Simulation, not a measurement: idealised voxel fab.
Process module name: voxel self aligned contacts
This is section cut - it's 250 nm across, gridded in 5 nm square cells.
Cross-section format: a grid of square cells, given as bands from top to bottom; each band is one or more rows of cells. Basically the band line says how high the top is and how high the bottom is, in nm, and then what's in it from left to right, every material with its width in nm. Empty space shows up as "empty", and if a single material carries "edge to edge" it runs the full band edge to edge. Measure heights from 0. That's the level where, below it, the as-received wafer is all one material. The lowest band is bottomless and extends downward; write it as in "top 0, no bottom". With a width like "30 to 40", each row of cells in the band differs from the next by the same amount, the top row carrying the first number and the bottom row the second. The cross-section has no changed cell in any step marked "no modification". The entry "Closed empty spaces" lists the empty spaces that cover at least 8 cells and have no open path to the top. Each is written as width x height at distance, where the distance is measured from the left edge and all three values are in nm. after a step's settings: what the simulator itself notes on the step. "overlay nm", when on a step's line for a step with a mask, measures how far to the right of its planned place the mask lay; a negative measure means to the left.
Listed below are the process steps as planned:
1) RECEIVE | material Si
2) OXIDIZE | depth nm 5
3) DIRECTIONAL_DEP | material polySi | thk nm 25
4) DIRECTIONAL_DEP | material SiN | thk nm 15
5) PATTERN | tone cover | mask id GATE | material resist | width nm 35 | pitch nm 60 | thk nm 20 | overlay nm 0
6) DIRECTIONAL_ETCH | etch materials SiN | depth nm 15
7) DIRECTIONAL_ETCH | etch materials polySi | depth nm 25
8) STRIP | etch materials resist
9) CONFORMAL_DEP | material SiN | thk nm 5
10) DIRECTIONAL_ETCH | etch materials SiN | depth nm 5
11) FILL_DEP | material SiO2 | thk nm 20
12) CMP | height nm 50
13) DIRECTIONAL_DEP | material aC | thk nm 10
14) PATTERN | tone open | mask id CONTACT | material resist | width nm 45 | thk nm 30 | overlay nm 0
15) DIRECTIONAL_ETCH | etch materials aC | depth nm 10
16) STRIP | etch materials resist
17) DIRECTIONAL_ETCH | etch materials SiO2 | depth nm 55
18) STRIP | etch materials aC
19) CONFORMAL_DEP | material TiN | thk nm 5
20) FILL_DEP | material W | thk nm 5
21) CMP | height nm 50
22) CONFORMAL_DEP | material SiN | thk nm 5
First of two wafers - as planned:
Here's what the wafer looked like in cross-section when it arrived - that's after step 1:
	top 0, no bottom  Si edge to edge
	Closed empty spaces: none
You're looking at a cross-section of the wafer after step 2:
	top 0, bottom -5  SiO2 edge to edge
	Anything lower than -5 is untouched.
You're looking at a cross-section of the wafer after step 3:
	top 25, bottom 0  polySi edge to edge
	Anything lower than 0 is untouched.
You're looking at a cross-section of the wafer after step 4:
	top 40, bottom 25  SiN edge to edge
	Anything lower than 25 is untouched.
You're looking at a cross-section of the wafer after step 5:
	top 60, bottom 40  75 nm empty, then 35 nm resist, then 25 nm empty, then 35 nm resist, then 80 nm empty
	Anything lower than 40 is untouched.
You're looking at a cross-section of the wafer after step 6:
	top 60, bottom 40  75 nm empty, then 35 nm resist, then 25 nm empty, then 35 nm resist, then 80 nm empty
	top 40, bottom 25  75 nm empty, then 35 nm SiN, then 25 nm empty, then 35 nm SiN, then 80 nm empty
	Anything lower than 25 is untouched.
You're looking at a cross-section of the wafer after step 7:
	top 60, bottom 40  75 nm empty, then 35 nm resist, then 25 nm empty, then 35 nm resist, then 80 nm empty
	top 40, bottom 25  75 nm empty, then 35 nm SiN, then 25 nm empty, then 35 nm SiN, then 80 nm empty
	top 25, bottom 0  75 nm empty, then 35 nm polySi, then 25 nm empty, then 35 nm polySi, then 80 nm empty
	Anything lower than 0 is untouched.
You're looking at a cross-section of the wafer after step 8:
	top 40, bottom 25  75 nm empty, then 35 nm SiN, then 25 nm empty, then 35 nm SiN, then 80 nm empty
	Anything lower than 25 is untouched.
You're looking at a cross-section of the wafer after step 9:
	top 45, bottom 25  70 nm empty, then 45 nm SiN, then 15 nm empty, then 45 nm SiN, then 75 nm empty
	top 25, bottom 5  70 nm empty, then 5 nm SiN, then 35 nm polySi, then 5 nm SiN, then 15 nm empty, then 5 nm SiN, then 35 nm polySi, then 5 nm SiN, then 75 nm empty
	top 5, bottom 0  75 nm SiN, then 35 nm polySi, then 25 nm SiN, then 35 nm polySi, then 80 nm SiN
	Anything lower than 0 is untouched.
You're looking at a cross-section of the wafer after step 10:
	top 40, bottom 25  70 nm empty, then 45 nm SiN, then 15 nm empty, then 45 nm SiN, then 75 nm empty
	top 25, bottom 0  70 nm empty, then 5 nm SiN, then 35 nm polySi, then 5 nm SiN, then 15 nm empty, then 5 nm SiN, then 35 nm polySi, then 5 nm SiN, then 75 nm empty
	Anything lower than 0 is untouched.
You're looking at a cross-section of the wafer after step 11:
	top 60, bottom 40  SiO2 edge to edge
	top 40, bottom 25  70 nm SiO2, then 45 nm SiN, then 15 nm SiO2, then 45 nm SiN, then 75 nm SiO2
	top 25, bottom 0  70 nm SiO2, then 5 nm SiN, then 35 nm polySi, then 5 nm SiN, then 15 nm SiO2, then 5 nm SiN, then 35 nm polySi, then 5 nm SiN, then 75 nm SiO2
	Anything lower than 0 is untouched.
You're looking at a cross-section of the wafer after step 12:
	top 50, bottom 40  SiO2 edge to edge
	Anything lower than 40 is untouched.
You're looking at a cross-section of the wafer after step 13:
	top 60, bottom 50  aC edge to edge
	Anything lower than 50 is untouched.
You're looking at a cross-section of the wafer after step 14:
	top 90, bottom 60  100 nm resist, then 45 nm empty, then 105 nm resist
	Anything lower than 60 is untouched.
You're looking at a cross-section of the wafer after step 15:
	top 80, bottom 60  100 nm resist, then 45 nm empty, then 105 nm resist
	top 60, bottom 50  100 nm aC, then 45 nm empty, then 105 nm aC
	Anything lower than 50 is untouched.
You're looking at a cross-section of the wafer after step 16:
	top 60, bottom 50  100 nm aC, then 45 nm empty, then 105 nm aC
	Anything lower than 50 is untouched.
You're looking at a cross-section of the wafer after step 17:
	top 60, bottom 50  100 nm aC, then 45 nm empty, then 105 nm aC
	top 50, bottom 40  100 nm SiO2, then 45 nm empty, then 105 nm SiO2
	top 40, bottom 25  70 nm SiO2, then 45 nm SiN, then 15 nm empty, then 45 nm SiN, then 75 nm SiO2
	top 25, bottom 0  70 nm SiO2, then 5 nm SiN, then 35 nm polySi, then 5 nm SiN, then 15 nm empty, then 5 nm SiN, then 35 nm polySi, then 5 nm SiN, then 75 nm SiO2
	top 0, bottom -5  115 nm SiO2, then 15 nm empty, then 120 nm SiO2
	Anything lower than -5 is untouched.
You're looking at a cross-section of the wafer after step 18:
	top 50, bottom 40  100 nm SiO2, then 45 nm empty, then 105 nm SiO2
	Anything lower than 40 is untouched.
You're looking at a cross-section of the wafer after step 19:
	top 55, bottom 50  105 nm TiN, then 35 nm empty, then 110 nm TiN
	top 50, bottom 40  100 nm SiO2, then 5 to 20 nm TiN, then 35 to 5 nm empty, then 5 to 20 nm TiN, then 105 nm SiO2
	top 40, bottom 25  70 nm SiO2, then 45 nm SiN, then 5 nm TiN, then 5 nm empty, then 5 nm TiN, then 45 nm SiN, then 75 nm SiO2
	top 25, bottom 0  70 nm SiO2, then 5 nm SiN, then 35 nm polySi, then 5 nm SiN, then 5 nm TiN, then 5 nm empty, then 5 nm TiN, then 5 nm SiN, then 35 nm polySi, then 5 nm SiN, then 75 nm SiO2
	top 0, bottom -5  115 nm SiO2, then 15 nm TiN, then 120 nm SiO2
	Anything lower than -5 is untouched.
You're looking at a cross-section of the wafer after step 20:
	top 60, bottom 55  W edge to edge
	top 55, bottom 50  105 nm TiN, then 35 nm W, then 110 nm TiN
	top 50, bottom 40  100 nm SiO2, then 5 to 20 nm TiN, then 35 to 5 nm W, then 5 to 20 nm TiN, then 105 nm SiO2
	top 40, bottom 25  70 nm SiO2, then 45 nm SiN, then 5 nm TiN, then 5 nm W, then 5 nm TiN, then 45 nm SiN, then 75 nm SiO2
	top 25, bottom 0  70 nm SiO2, then 5 nm SiN, then 35 nm polySi, then 5 nm SiN, then 5 nm TiN, then 5 nm W, then 5 nm TiN, then 5 nm SiN, then 35 nm polySi, then 5 nm SiN, then 75 nm SiO2
	Anything lower than 0 is untouched.
You're looking at a cross-section of the wafer after step 21:
	top 50, bottom 40  100 nm SiO2, then 5 to 20 nm TiN, then 35 to 5 nm W, then 5 to 20 nm TiN, then 105 nm SiO2
	Anything lower than 40 is untouched.
You're looking at a cross-section of the wafer after step 22:
	top 55, bottom 50  SiN edge to edge
	Anything lower than 50 is untouched.
Second wafer: like start, like plan, one mistake. Through step 2 it matches the first wafer:
What the second wafer looks like in cross-section when step 3 should have wrapped up:
	top 50, bottom 0  polySi edge to edge
	Anything lower than 0 is untouched.
What the second wafer looks like in cross-section when step 4 should have wrapped up:
	top 65, bottom 50  SiN edge to edge
	Anything lower than 50 is untouched.
What the second wafer looks like in cross-section when step 5 should have wrapped up:
	top 85, bottom 65  75 nm empty, then 35 nm resist, then 25 nm empty, then 35 nm resist, then 80 nm empty
	Anything lower than 65 is untouched.
What the second wafer looks like in cross-section when step 6 should have wrapped up:
	top 85, bottom 65  75 nm empty, then 35 nm resist, then 25 nm empty, then 35 nm resist, then 80 nm empty
	top 65, bottom 50  75 nm empty, then 35 nm SiN, then 25 nm empty, then 35 nm SiN, then 80 nm empty
	Anything lower than 50 is untouched.
What the second wafer looks like in cross-section when step 7 should have wrapped up:
	top 85, bottom 65  75 nm empty, then 35 nm resist, then 25 nm empty, then 35 nm resist, then 80 nm empty
	top 65, bottom 50  75 nm empty, then 35 nm SiN, then 25 nm empty, then 35 nm SiN, then 80 nm empty
	top 50, bottom 25  75 nm empty, then 35 nm polySi, then 25 nm empty, then 35 nm polySi, then 80 nm empty
	Anything lower than 25 is untouched.
What the second wafer looks like in cross-section when step 8 should have wrapped up:
	top 65, bottom 50  75 nm empty, then 35 nm SiN, then 25 nm empty, then 35 nm SiN, then 80 nm empty
	Anything lower than 50 is untouched.
What the second wafer looks like in cross-section when step 9 should have wrapped up:
	top 70, bottom 50  70 nm empty, then 45 nm SiN, then 15 nm empty, then 45 nm SiN, then 75 nm empty
	top 50, bottom 30  70 nm empty, then 5 nm SiN, then 35 nm polySi, then 5 nm SiN, then 15 nm empty, then 5 nm SiN, then 35 nm polySi, then 5 nm SiN, then 75 nm empty
	top 30, bottom 25  75 nm SiN, then 35 nm polySi, then 25 nm SiN, then 35 nm polySi, then 80 nm SiN
	Anything lower than 25 is untouched.
What the second wafer looks like in cross-section when step 10 should have wrapped up:
	top 65, bottom 50  70 nm empty, then 45 nm SiN, then 15 nm empty, then 45 nm SiN, then 75 nm empty
	top 50, bottom 25  70 nm empty, then 5 nm SiN, then 35 nm polySi, then 5 nm SiN, then 15 nm empty, then 5 nm SiN, then 35 nm polySi, then 5 nm SiN, then 75 nm empty
	Anything lower than 25 is untouched.
What the second wafer looks like in cross-section when step 11 should have wrapped up:
	top 85, bottom 65  SiO2 edge to edge
	top 65, bottom 50  70 nm SiO2, then 45 nm SiN, then 15 nm SiO2, then 45 nm SiN, then 75 nm SiO2
	top 50, bottom 25  70 nm SiO2, then 5 nm SiN, then 35 nm polySi, then 5 nm SiN, then 15 nm SiO2, then 5 nm SiN, then 35 nm polySi, then 5 nm SiN, then 75 nm SiO2
	Anything lower than 25 is untouched.
What the second wafer looks like in cross-section when step 12 should have wrapped up:
	top 50, bottom 25  70 nm SiO2, then 5 nm SiN, then 35 nm polySi, then 5 nm SiN, then 15 nm SiO2, then 5 nm SiN, then 35 nm polySi, then 5 nm SiN, then 75 nm SiO2
	Anything lower than 25 is untouched.
What the second wafer looks like in cross-section when step 13 should have wrapped up:
	top 60, bottom 50  aC edge to edge
	Anything lower than 50 is untouched.
What the second wafer looks like in cross-section when step 14 should have wrapped up:
	top 90, bottom 60  100 nm resist, then 45 nm empty, then 105 nm resist
	Anything lower than 60 is untouched.
What the second wafer looks like in cross-section when step 15 should have wrapped up:
	top 80, bottom 60  100 nm resist, then 45 nm empty, then 105 nm resist
	top 60, bottom 50  100 nm aC, then 45 nm empty, then 105 nm aC
	Anything lower than 50 is untouched.
What the second wafer looks like in cross-section when step 16 should have wrapped up:
	top 60, bottom 50  100 nm aC, then 45 nm empty, then 105 nm aC
	Anything lower than 50 is untouched.
What the second wafer looks like in cross-section when step 17 should have wrapped up:
	top 60, bottom 50  100 nm aC, then 45 nm empty, then 105 nm aC
	top 50, bottom 25  70 nm SiO2, then 5 nm SiN, then 35 nm polySi, then 5 nm SiN, then 15 nm empty, then 5 nm SiN, then 35 nm polySi, then 5 nm SiN, then 75 nm SiO2
	Anything lower than 25 is untouched.
What the second wafer looks like in cross-section when step 18 should have wrapped up:
	top 50, bottom 25  70 nm SiO2, then 5 nm SiN, then 35 nm polySi, then 5 nm SiN, then 15 nm empty, then 5 nm SiN, then 35 nm polySi, then 5 nm SiN, then 75 nm SiO2
	Anything lower than 25 is untouched.
What the second wafer looks like in cross-section when step 19 should have wrapped up:
	top 55, bottom 50  120 nm TiN, then 5 nm empty, then 125 nm TiN
	top 50, bottom 30  70 nm SiO2, then 5 nm SiN, then 35 nm polySi, then 5 nm SiN, then 5 nm TiN, then 5 nm empty, then 5 nm TiN, then 5 nm SiN, then 35 nm polySi, then 5 nm SiN, then 75 nm SiO2
	top 30, bottom 25  70 nm SiO2, then 5 nm SiN, then 35 nm polySi, then 5 nm SiN, then 15 nm TiN, then 5 nm SiN, then 35 nm polySi, then 5 nm SiN, then 75 nm SiO2
	Anything lower than 25 is untouched.
What the second wafer looks like in cross-section when step 20 should have wrapped up:
	top 60, bottom 55  W edge to edge
	top 55, bottom 50  120 nm TiN, then 5 nm W, then 125 nm TiN
	top 50, bottom 30  70 nm SiO2, then 5 nm SiN, then 35 nm polySi, then 5 nm SiN, then 5 nm TiN, then 5 nm W, then 5 nm TiN, then 5 nm SiN, then 35 nm polySi, then 5 nm SiN, then 75 nm SiO2
	Anything lower than 30 is untouched.
What the second wafer looks like in cross-section when step 21 should have wrapped up:
	top 50, bottom 30  70 nm SiO2, then 5 nm SiN, then 35 nm polySi, then 5 nm SiN, then 5 nm TiN, then 5 nm W, then 5 nm TiN, then 5 nm SiN, then 35 nm polySi, then 5 nm SiN, then 75 nm SiO2
	Anything lower than 30 is untouched.
What the second wafer looks like in cross-section when step 22 should have wrapped up:
	top 55, bottom 50  SiN edge to edge
	Anything lower than 50 is untouched.
Which mistake was made when the wafer was run? plan step 3 was twice executed
Looking at both finished wafers in cells, the second ends up ahead of or behind the first on some materials: -54 SiN, -166 SiO2, -18 TiN, -12 W, +250 polySi
